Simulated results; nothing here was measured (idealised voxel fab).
Process module, titled voxel transistor to metal
Square cell edge 5 nm, section width 150 nm, ID cut.
This document writes a cross-section as a grid whose cells are square, and gives it as bands, listed from the top down; one or more rows of cells form a band.
In this notation a band is specified by the heights of its top and bottom, in that order and in nm, after which its materials appear from left to right, each paired with its width in nm. The word "edge to edge" attached to a single material means that material fills the band from edge to edge; the word "blank" stands for empty space.
Zero point of the height axis is 0; under it, received wafer = one material. Lowest band: continues down indefinitely, "z 0 and below".
Note: "30->40" means the width goes from the first number (top row of the band) to the second number (bottom row) in equal steps per row of cells.
It should be understood that the words "same as before", when stated for a given step, signify that the cross-section underwent no change in any of its cells during that step.
You'll see "Enclosed void listing" listing empty spaces that have no way open to the top, as long as they're 8 cells or more; the notation is width x height at distance, where the distance is from the left edge, and all of it is in nm.
If you see something after the settings on a step's line, that's the simulator's own remark about that step.
"overlay nm" denotes, for a step that has a mask, the displacement of the mask to the right of its planned place, with negative values corresponding to the left.
-- This section lists the process steps that were planned
1 op RECEIVE | material Si
2 op OXIDIZE | depth nm 5
3 op CONFORMAL_DEP | material SiN | thk nm 10
4 op PATTERN | tone cover | mask id ACTIVE | material resist | width nm 95 | thk nm 20 | overlay nm 0
5 op DIRECTIONAL_ETCH | etch materials SiN | depth nm 10
6 op DIRECTIONAL_ETCH | etch materials SiO2 | depth nm 5
7 op DIRECTIONAL_ETCH | etch materials Si | depth nm 35
8 op STRIP | etch materials resist
9 op FILL_DEP | material SiO2 | thk nm 5
10 op CMP | height nm 10
11 op SELECTIVE_ETCH | etch materials SiO2 | depth nm 10
12 op STRIP | etch materials SiN
13 op SELECTIVE_ETCH | etch materials SiO2 | depth nm 5
14 op OXIDIZE | depth nm 5
15 op DIRECTIONAL_DEP | material polySi | thk nm 30
16 op DIRECTIONAL_DEP | material SiCN | thk nm 10
17 op MASKED_ETCH | tone cover | mask id GATE | width nm 25 | etch materials SiCN | depth nm 20 | overlay nm 0
18 op MASKED_ETCH | tone cover | mask id GATE | width nm 25 | etch materials polySi | depth nm 40 | overlay nm 0
19 op CONFORMAL_DEP | material SiO2 | thk nm 5
20 op DIRECTIONAL_ETCH | etch materials SiO2 | depth nm 5
21 op CONFORMAL_DEP | material SiN | thk nm 5
22 op DIRECTIONAL_ETCH | etch materials SiN | depth nm 5
23 op DIRECTIONAL_ETCH | etch materials SiO2 | depth nm 5
24 op DIRECTIONAL_ETCH | etch materials Si | depth nm 5
25 op EPI | material SiGe | thk nm 10
26 op FILL_DEP | material SiO2 | thk nm 10
27 op CMP | height nm 25
28 op STRIP | etch materials polySi
29 op SELECTIVE_ETCH | etch materials SiO2 | depth nm 5
30 op CONFORMAL_DEP | material HfO2 | thk nm 5
31 op CONFORMAL_DEP | material TiN | thk nm 5
32 op FILL_DEP | material W | thk nm 10
33 op CMP | height nm 20
34 op DIRECTIONAL_DEP | material SiO2 | thk nm 15
35 op MASKED_ETCH | tone open | mask id CONTACT | width nm 15 | pitch nm 70 | etch materials SiO2 | depth nm 40 | overlay nm 0
36 op CONFORMAL_DEP | material TiN | thk nm 5
37 op FILL_DEP | material Ru | thk nm 10
38 op CMP | height nm 35
39 op CONFORMAL_DEP | material SiCN | thk nm 5
40 op DIRECTIONAL_DEP | material SiO2 | thk nm 20
41 op PATTERN | tone open | mask id METAL_1 | material resist | width nm 15 | pitch nm 70 | thk nm 15 | overlay nm 0
42 op DIRECTIONAL_ETCH | etch materials SiO2 | depth nm 20
43 op DIRECTIONAL_ETCH | etch materials SiCN | depth nm 5
44 op STRIP | etch materials resist
45 op CONFORMAL_DEP | material TiN | thk nm 5
46 op FILL_DEP | material Cu | thk nm 10
47 op CMP | height nm 60
48 op CONFORMAL_DEP | material SiN | thk nm 5
-- First wafer of two (run as planned)
-- Cross-sectional view of the wafer in its as-received condition, corresponding to the state after step 1
z 0 and below | Si edge to edge
Enclosed void listing: none
-- Upon completion of step 2, the wafer appears in cross-section as shown
z 0 to -5 | SiO2 edge to edge
No changes below -5.
-- Upon completion of step 3, the wafer appears in cross-section as shown
z 10 to 0 | SiN edge to edge
No changes below 0.
-- Upon completion of step 4, the wafer appears in cross-section as shown
z 30 to 10 | blank: 25  resist: 95  blank: 30
No changes below 10.
-- Upon completion of step 5, the wafer appears in cross-section as shown
z 30 to 10 | blank: 25  resist: 95  blank: 30
z 10 to 0 | blank: 25  SiN: 95  blank: 30
No changes below 0.
-- Upon completion of step 6, the wafer appears in cross-section as shown
z 30 to 10 | blank: 25  resist: 95  blank: 30
z 10 to 0 | blank: 25  SiN: 95  blank: 30
z 0 to -5 | blank: 25  SiO2: 95  blank: 30
No changes below -5.
-- Upon completion of step 7, the wafer appears in cross-section as shown
z 30 to 10 | blank: 25  resist: 95  blank: 30
z 10 to 0 | blank: 25  SiN: 95  blank: 30
z 0 to -5 | blank: 25  SiO2: 95  blank: 30
z -5 to -40 | blank: 25  Si: 95  blank: 30
No changes below -40.
-- Upon completion of step 8, the wafer appears in cross-section as shown
z 10 to 0 | blank: 25  SiN: 95  blank: 30
No changes below 0.
-- Upon completion of step 9, the wafer appears in cross-section as shown
z 15 to 10 | SiO2 edge to edge
z 10 to 0 | SiO2: 25  SiN: 95  SiO2: 30
z 0 to -5 | SiO2 edge to edge
z -5 to -40 | SiO2: 25  Si: 95  SiO2: 30
No changes below -40.
-- Upon completion of step 10, the wafer appears in cross-section as shown
z 10 to 0 | SiO2: 25  SiN: 95  SiO2: 30
No changes below 0.
-- Upon completion of step 11, the wafer appears in cross-section as shown
z 10 to 0 | blank: 25  SiN: 95  blank: 30
No changes below 0.
-- Upon completion of step 12, the wafer appears in cross-section as shown
z 0 to -5 | SiO2 edge to edge
No changes below -5.
-- Upon completion of step 13, the wafer appears in cross-section as shown
z -5 to -40 | SiO2: 25  Si: 95  SiO2: 30
No changes below -40.
-- Upon completion of step 14, the wafer appears in cross-section as shown
z -5 to -10 | SiO2 edge to edge
No changes below -10.
-- Upon completion of step 15, the wafer appears in cross-section as shown
z 25 to -5 | polySi edge to edge
No changes below -5.
-- Upon completion of step 16, the wafer appears in cross-section as shown
z 35 to 25 | SiCN edge to edge
No changes below 25.
-- Upon completion of step 17, the wafer appears in cross-section as shown
z 35 to 25 | blank: 60  SiCN: 25  blank: 65
No changes below 25.
-- Upon completion of step 18, the wafer appears in cross-section as shown
z 35 to 25 | blank: 60  SiCN: 25  blank: 65
z 25 to -5 | blank: 60  polySi: 25  blank: 65
No changes below -5.
-- Upon completion of step 19, the wafer appears in cross-section as shown
z 40 to 35 | blank: 55  SiO2: 35  blank: 60
z 35 to 25 | blank: 55  SiO2: 5  SiCN: 25  SiO2: 5  blank: 60
z 25 to 0 | blank: 55  SiO2: 5  polySi: 25  SiO2: 5  blank: 60
z 0 to -5 | SiO2: 60  polySi: 25  SiO2: 65
No changes below -5.
-- Upon completion of step 20, the wafer appears in cross-section as shown
z 35 to 25 | blank: 55  SiO2: 5  SiCN: 25  SiO2: 5  blank: 60
z 25 to -5 | blank: 55  SiO2: 5  polySi: 25  SiO2: 5  blank: 60
No changes below -5.
-- Upon completion of step 21, the wafer appears in cross-section as shown
z 40 to 35 | blank: 50  SiN: 45  blank: 55
z 35 to 25 | blank: 50  SiN: 5  SiO2: 5  SiCN: 25  SiO2: 5  SiN: 5  blank: 55
z 25 to 0 | blank: 50  SiN: 5  SiO2: 5  polySi: 25  SiO2: 5  SiN: 5  blank: 55
z 0 to -5 | SiN: 55  SiO2: 5  polySi: 25  SiO2: 5  SiN: 60
No changes below -5.
-- Upon completion of step 22, the wafer appears in cross-section as shown
z 35 to 25 | blank: 50  SiN: 5  SiO2: 5  SiCN: 25  SiO2: 5  SiN: 5  blank: 55
z 25 to -5 | blank: 50  SiN: 5  SiO2: 5  polySi: 25  SiO2: 5  SiN: 5  blank: 55
No changes below -5.
-- Upon completion of step 23, the wafer appears in cross-section as shown
z 35 to 30 | blank: 50  SiN: 5  blank: 5  SiCN: 25  blank: 5  SiN: 5  blank: 55
z 30 to 25 | blank: 50  SiN: 5  SiO2: 5  SiCN: 25  SiO2: 5  SiN: 5  blank: 55
z 25 to -5 | blank: 50  SiN: 5  SiO2: 5  polySi: 25  SiO2: 5  SiN: 5  blank: 55
z -5 to -10 | blank: 50  SiO2: 45  blank: 55
No changes below -10.
-- Upon completion of step 24, the wafer appears in cross-section as shown
z 35 to 30 | blank: 50  SiN: 5  blank: 5  SiCN: 25  blank: 5  SiN: 5  blank: 55
z 30 to 25 | blank: 50  SiN: 5  SiO2: 5  SiCN: 25  SiO2: 5  SiN: 5  blank: 55
z 25 to -5 | blank: 50  SiN: 5  SiO2: 5  polySi: 25  SiO2: 5  SiN: 5  blank: 55
z -5 to -10 | blank: 50  SiO2: 45  blank: 55
z -10 to -15 | SiO2: 25  blank: 25  Si: 45  blank: 25  SiO2: 30
No changes below -15.
-- Upon completion of step 25, the wafer appears in cross-section as shown
z 35 to 30 | blank: 50  SiN: 5  blank: 5  SiCN: 25  blank: 5  SiN: 5  blank: 55
z 30 to 25 | blank: 50  SiN: 5  SiO2: 5  SiCN: 25  SiO2: 5  SiN: 5  blank: 55
z 25 to 0 | blank: 50  SiN: 5  SiO2: 5  polySi: 25  SiO2: 5  SiN: 5  blank: 55
z 0 to -5 | blank: 40  SiGe: 10  SiN: 5  SiO2: 5  polySi: 25  SiO2: 5  SiN: 5  SiGe: 10  blank: 45
z -5 to -10 | blank: 20  SiGe: 30  SiO2: 45  SiGe: 30  blank: 25
z -10 to -15 | SiO2: 25  SiGe: 25  Si: 45  SiGe: 25  SiO2: 30
No changes below -15.
-- Upon completion of step 26, the wafer appears in cross-section as shown
z 45 to 35 | SiO2 edge to edge
z 35 to 25 | SiO2: 50  SiN: 5  SiO2: 5  SiCN: 25  SiO2: 5  SiN: 5  SiO2: 55
z 25 to 0 | SiO2: 50  SiN: 5  SiO2: 5  polySi: 25  SiO2: 5  SiN: 5  SiO2: 55
z 0 to -5 | SiO2: 40  SiGe: 10  SiN: 5  SiO2: 5  polySi: 25  SiO2: 5  SiN: 5  SiGe: 10  SiO2: 45
z -5 to -10 | SiO2: 20  SiGe: 30  SiO2: 45  SiGe: 30  SiO2: 25
No changes below -10.
-- Upon completion of step 27, the wafer appears in cross-section as shown
z 25 to 0 | SiO2: 50  SiN: 5  SiO2: 5  polySi: 25  SiO2: 5  SiN: 5  SiO2: 55
No changes below 0.
-- Upon completion of step 28, the wafer appears in cross-section as shown
z 25 to 0 | SiO2: 50  SiN: 5  SiO2: 5  blank: 25  SiO2: 5  SiN: 5  SiO2: 55
z 0 to -5 | SiO2: 40  SiGe: 10  SiN: 5  SiO2: 5  blank: 25  SiO2: 5  SiN: 5  SiGe: 10  SiO2: 45
No changes below -5.
-- Upon completion of step 29, the wafer appears in cross-section as shown
z 25 to 20 | blank: 50  SiN: 5  blank: 35  SiN: 5  blank: 55
z 20 to 0 | SiO2: 50  SiN: 5  blank: 35  SiN: 5  SiO2: 55
z 0 to -5 | SiO2: 40  SiGe: 10  SiN: 5  blank: 35  SiN: 5  SiGe: 10  SiO2: 45
z -5 to -10 | SiO2: 20  SiGe: 30  SiO2: 5  blank: 35  SiO2: 5  SiGe: 30  SiO2: 25
No changes below -10.
-- Upon completion of step 30, the wafer appears in cross-section as shown
z 30 to 25 | blank: 45  HfO2: 15  blank: 25  HfO2: 15  blank: 50
z 25 to 20 | HfO2: 50  SiN: 5  HfO2: 5  blank: 25  HfO2: 5  SiN: 5  HfO2: 55
z 20 to 0 | SiO2: 50  SiN: 5  HfO2: 5  blank: 25  HfO2: 5  SiN: 5  SiO2: 55
z 0 to -5 | SiO2: 40  SiGe: 10  SiN: 5  HfO2: 5  blank: 25  HfO2: 5  SiN: 5  SiGe: 10  SiO2: 45
z -5 to -10 | SiO2: 20  SiGe: 30  SiO2: 5  HfO2: 35  SiO2: 5  SiGe: 30  SiO2: 25
No changes below -10.
-- Upon completion of step 31, the wafer appears in cross-section as shown
z 35 to 30 | blank: 40  TiN: 25  blank: 15  TiN: 25  blank: 45
z 30 to 25 | TiN: 45  HfO2: 15  TiN: 5  blank: 15  TiN: 5  HfO2: 15  TiN: 50
z 25 to 20 | HfO2: 50  SiN: 5  HfO2: 5  TiN: 5  blank: 15  TiN: 5  HfO2: 5  SiN: 5  HfO2: 55
z 20 to 0 | SiO2: 50  SiN: 5  HfO2: 5  TiN: 5  blank: 15  TiN: 5  HfO2: 5  SiN: 5  SiO2: 55
z 0 to -5 | SiO2: 40  SiGe: 10  SiN: 5  HfO2: 5  TiN: 25  HfO2: 5  SiN: 5  SiGe: 10  SiO2: 45
No changes below -5.
-- Upon completion of step 32, the wafer appears in cross-section as shown
z 45 to 35 | W edge to edge
z 35 to 30 | W: 40  TiN: 25  W: 15  TiN: 25  W: 45
z 30 to 25 | TiN: 45  HfO2: 15  TiN: 5  W: 15  TiN: 5  HfO2: 15  TiN: 50
z 25 to 20 | HfO2: 50  SiN: 5  HfO2: 5  TiN: 5  W: 15  TiN: 5  HfO2: 5  SiN: 5  HfO2: 55
z 20 to 0 | SiO2: 50  SiN: 5  HfO2: 5  TiN: 5  W: 15  TiN: 5  HfO2: 5  SiN: 5  SiO2: 55
No changes below 0.
-- Upon completion of step 33, the wafer appears in cross-section as shown
z 20 to 0 | SiO2: 50  SiN: 5  HfO2: 5  TiN: 5  W: 15  TiN: 5  HfO2: 5  SiN: 5  SiO2: 55
No changes below 0.
-- Upon completion of step 34, the wafer appears in cross-section as shown
z 35 to 20 | SiO2 edge to edge
No changes below 20.
-- Upon completion of step 35, the wafer appears in cross-section as shown
z 35 to 20 | SiO2: 30  blank: 15  SiO2: 55  blank: 15  SiO2: 35
z 20 to 0 | SiO2: 30  blank: 15  SiO2: 5  SiN: 5  HfO2: 5  TiN: 5  W: 15  TiN: 5  HfO2: 5  SiN: 5  SiO2: 5  blank: 15  SiO2: 35
z 0 to -5 | SiO2: 30  blank: 10  SiGe: 10  SiN: 5  HfO2: 5  TiN: 25  HfO2: 5  SiN: 5  SiGe: 10  blank: 10  SiO2: 35
No changes below -5.
-- Upon completion of step 36, the wafer appears in cross-section as shown
z 40 to 35 | TiN: 35  blank: 5  TiN: 65  blank: 5  TiN: 40
z 35 to 20 | SiO2: 30  TiN: 5  blank: 5  TiN: 5  SiO2: 55  TiN: 5  blank: 5  TiN: 5  SiO2: 35
z 20 to 5 | SiO2: 30  TiN: 5  blank: 5  TiN: 5  SiO2: 5  SiN: 5  HfO2: 5  TiN: 5  W: 15  TiN: 5  HfO2: 5  SiN: 5  SiO2: 5  TiN: 5  blank: 5  TiN: 5  SiO2: 35
z 5 to 0 | SiO2: 30  TiN: 15  SiO2: 5  SiN: 5  HfO2: 5  TiN: 5  W: 15  TiN: 5  HfO2: 5  SiN: 5  SiO2: 5  TiN: 15  SiO2: 35
z 0 to -5 | SiO2: 30  TiN: 10  SiGe: 10  SiN: 5  HfO2: 5  TiN: 25  HfO2: 5  SiN: 5  SiGe: 10  TiN: 10  SiO2: 35
No changes below -5.
-- Upon completion of step 37, the wafer appears in cross-section as shown
z 50 to 40 | Ru edge to edge
z 40 to 35 | TiN: 35  Ru: 5  TiN: 65  Ru: 5  TiN: 40
z 35 to 20 | SiO2: 30  TiN: 5  Ru: 5  TiN: 5  SiO2: 55  TiN: 5  Ru: 5  TiN: 5  SiO2: 35
z 20 to 5 | SiO2: 30  TiN: 5  Ru: 5  TiN: 5  SiO2: 5  SiN: 5  HfO2: 5  TiN: 5  W: 15  TiN: 5  HfO2: 5  SiN: 5  SiO2: 5  TiN: 5  Ru: 5  TiN: 5  SiO2: 35
No changes below 5.
-- Upon completion of step 38, the wafer appears in cross-section as shown
z 35 to 20 | SiO2: 30  TiN: 5  Ru: 5  TiN: 5  SiO2: 55  TiN: 5  Ru: 5  TiN: 5  SiO2: 35
No changes below 20.
-- Upon completion of step 39, the wafer appears in cross-section as shown
z 40 to 35 | SiCN edge to edge
No changes below 35.
-- Upon completion of step 40, the wafer appears in cross-section as shown
z 60 to 40 | SiO2 edge to edge
No changes below 40.
-- Upon completion of step 41, the wafer appears in cross-section as shown
z 75 to 60 | resist: 30  blank: 15  resist: 55  blank: 15  resist: 35
No changes below 60.
-- Upon completion of step 42, the wafer appears in cross-section as shown
z 75 to 60 | resist: 30  blank: 15  resist: 55  blank: 15  resist: 35
z 60 to 40 | SiO2: 30  blank: 15  SiO2: 55  blank: 15  SiO2: 35
No changes below 40.
-- Upon completion of step 43, the wafer appears in cross-section as shown
z 75 to 60 | resist: 30  blank: 15  resist: 55  blank: 15  resist: 35
z 60 to 40 | SiO2: 30  blank: 15  SiO2: 55  blank: 15  SiO2: 35
z 40 to 35 | SiCN: 30  blank: 15  SiCN: 55  blank: 15  SiCN: 35
No changes below 35.
-- Upon completion of step 44, the wafer appears in cross-section as shown
z 60 to 40 | SiO2: 30  blank: 15  SiO2: 55  blank: 15  SiO2: 35
No changes below 40.
-- Upon completion of step 45, the wafer appears in cross-section as shown
z 65 to 60 | TiN: 35  blank: 5  TiN: 65  blank: 5  TiN: 40
z 60 to 40 | SiO2: 30  TiN: 5  blank: 5  TiN: 5  SiO2: 55  TiN: 5  blank: 5  TiN: 5  SiO2: 35
z 40 to 35 | SiCN: 30  TiN: 15  SiCN: 55  TiN: 15  SiCN: 35
No changes below 35.
-- Upon completion of step 46, the wafer appears in cross-section as shown
z 75 to 65 | Cu edge to edge
z 65 to 60 | TiN: 35  Cu: 5  TiN: 65  Cu: 5  TiN: 40
z 60 to 40 | SiO2: 30  TiN: 5  Cu: 5  TiN: 5  SiO2: 55  TiN: 5  Cu: 5  TiN: 5  SiO2: 35
No changes below 40.
-- Upon completion of step 47, the wafer appears in cross-section as shown
z 60 to 40 | SiO2: 30  TiN: 5  Cu: 5  TiN: 5  SiO2: 55  TiN: 5  Cu: 5  TiN: 5  SiO2: 35
No changes below 40.
-- Upon completion of step 48, the wafer appears in cross-section as shown
z 65 to 60 | SiN edge to edge
No changes below 60.
-- Second wafer, same starting state and plan as the first, one mistake in the run, identical through step 33
-- Second wafer, cross-section, planned end of step 34
z 35 to 20 | W edge to edge
No changes below 20.
Second wafer, cross-section, planned end of step 35: same as before
-- Second wafer, cross-section, planned end of step 36
z 40 to 35 | TiN edge to edge
No changes below 35.
-- Second wafer, cross-section, planned end of step 37
z 50 to 40 | Ru edge to edge
No changes below 40.
-- Second wafer, cross-section, planned end of step 38
z 35 to 20 | W edge to edge
No changes below 20.
-- Second wafer, cross-section, planned end of step 39
z 40 to 35 | SiCN edge to edge
No changes below 35.
-- Second wafer, cross-section, planned end of step 40
z 60 to 40 | SiO2 edge to edge
No changes below 40.
-- Second wafer, cross-section, planned end of step 41
z 75 to 60 | resist: 30  blank: 15  resist: 55  blank: 15  resist: 35
No changes below 60.
-- Second wafer, cross-section, planned end of step 42
z 75 to 60 | resist: 30  blank: 15  resist: 55  blank: 15  resist: 35
z 60 to 40 | SiO2: 30  blank: 15  SiO2: 55  blank: 15  SiO2: 35
No changes below 40.
-- Second wafer, cross-section, planned end of step 43
z 75 to 60 | resist: 30  blank: 15  resist: 55  blank: 15  resist: 35
z 60 to 40 | SiO2: 30  blank: 15  SiO2: 55  blank: 15  SiO2: 35
z 40 to 35 | SiCN: 30  blank: 15  SiCN: 55  blank: 15  SiCN: 35
No changes below 35.
-- Second wafer, cross-section, planned end of step 44
z 60 to 40 | SiO2: 30  blank: 15  SiO2: 55  blank: 15  SiO2: 35
No changes below 40.
-- Second wafer, cross-section, planned end of step 45
z 65 to 60 | TiN: 35  blank: 5  TiN: 65  blank: 5  TiN: 40
z 60 to 40 | SiO2: 30  TiN: 5  blank: 5  TiN: 5  SiO2: 55  TiN: 5  blank: 5  TiN: 5  SiO2: 35
z 40 to 35 | SiCN: 30  TiN: 15  SiCN: 55  TiN: 15  SiCN: 35
No changes below 35.
-- Second wafer, cross-section, planned end of step 46
z 75 to 65 | Cu edge to edge
z 65 to 60 | TiN: 35  Cu: 5  TiN: 65  Cu: 5  TiN: 40
z 60 to 40 | SiO2: 30  TiN: 5  Cu: 5  TiN: 5  SiO2: 55  TiN: 5  Cu: 5  TiN: 5  SiO2: 35
No changes below 40.
-- Second wafer, cross-section, planned end of step 47
z 60 to 40 | SiO2: 30  TiN: 5  Cu: 5  TiN: 5  SiO2: 55  TiN: 5  Cu: 5  TiN: 5  SiO2: 35
No changes below 40.
-- Second wafer, cross-section, planned end of step 48
z 65 to 60 | SiN edge to edge
No changes below 60.
Here's what went sideways: step 34 off recipe, ran as op DIRECTIONAL_DEP | material W | thk nm 15
Wafer comparison, final, in cells, second relative to first, materials more or fewer: Ru: 12 fewer; SiO2: 44 fewer; TiN: 34 fewer; W: 90 more
